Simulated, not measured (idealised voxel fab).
process module | voxel released beams
cross-section cut | 255 nm wide | cells 5 nm
A cross-section is a grid of square cells, given in bands from the top down. A band is one or more rows of cells.
Each band's line starts with the height of the band's top and of its bottom, in nm. Then come its materials from left to right, each with its width in nm. One material with "throughout" fills the band from edge to edge. "air" is empty space.
Height 0 is the level under which the wafer as received is all one material. The lowest band goes on downwards, as in "0 down".
A width such as "30 to 40" changes by the same amount from each row of cells to the next, from the band's top row to its bottom row.
"no change" after a step means that no cell of the cross-section changed.
closed voids: empty space of 8 cells or more with no open way to the top, each as width x height at its distance from the left edge, in nm
after a step's settings: what the simulator itself notes on the step
overlay nm, on a step with a mask: how far to the right of its planned place the mask lay; to the left if negative
plan
1 op RECEIVE | material Si
2 op CONFORMAL_DEP | material SiN | thk nm 10
3 op DIRECTIONAL_DEP | material SiO2 | thk nm 10
4 op MASKED_ETCH | tone open | mask id ANCHOR | width nm 45 | etch materials SiO2 | depth nm 10 | overlay nm 0
5 op CONFORMAL_DEP | material TiN | thk nm 15
6 op MASKED_ETCH | tone cover | mask id BEAM | width nm 120 | etch materials TiN | depth nm 15 | overlay nm 0
7 op STRIP | etch materials SiO2
first wafer, as planned
as received, after step 1
  0 down: Si throughout
  closed voids: none
after step 2
  10 to 0: SiN throughout
  below 0: unchanged
after step 3
  20 to 10: SiO2 throughout
  below 10: unchanged
after step 4
  20 to 10: SiO2 70 | air 45 | SiO2 140
  below 10: unchanged
after step 5
  35 to 25: TiN 85 | air 15 | TiN 155
  25 to 20: TiN throughout
  20 to 10: SiO2 70 | TiN 45 | SiO2 140
  below 10: unchanged
after step 6
  35 to 25: air 65 | TiN 20 | air 15 | TiN 85 | air 70
  25 to 20: air 65 | TiN 120 | air 70
  below 20: unchanged
after step 7
  35 to 25: air 65 | TiN 20 | air 15 | TiN 85 | air 70
  25 to 20: air 65 | TiN 120 | air 70
  20 to 10: air 70 | TiN 45 | air 140
  below 10: unchanged
second wafer: like start, like plan, one mistake. Through step 1 it matches the first wafer
when step 2 should have ended: no change
when step 3 should have ended
  10 to 0: SiO2 throughout
  below 0: unchanged
when step 4 should have ended
  10 to 0: SiO2 70 | air 45 | SiO2 140
  below 0: unchanged
when step 5 should have ended
  25 to 15: TiN 85 | air 15 | TiN 155
  15 to 10: TiN throughout
  10 to 0: SiO2 70 | TiN 45 | SiO2 140
  below 0: unchanged
when step 6 should have ended
  25 to 15: air 65 | TiN 20 | air 15 | TiN 85 | air 70
  15 to 10: air 65 | TiN 120 | air 70
  below 10: unchanged
when step 7 should have ended
  25 to 15: air 65 | TiN 20 | air 15 | TiN 85 | air 70
  15 to 10: air 65 | TiN 120 | air 70
  10 to 0: air 70 | TiN 45 | air 140
  below 0: unchanged
what went wrong: step 2 was left out
at the end the second wafer has, in cells: 102 fewer of SiN
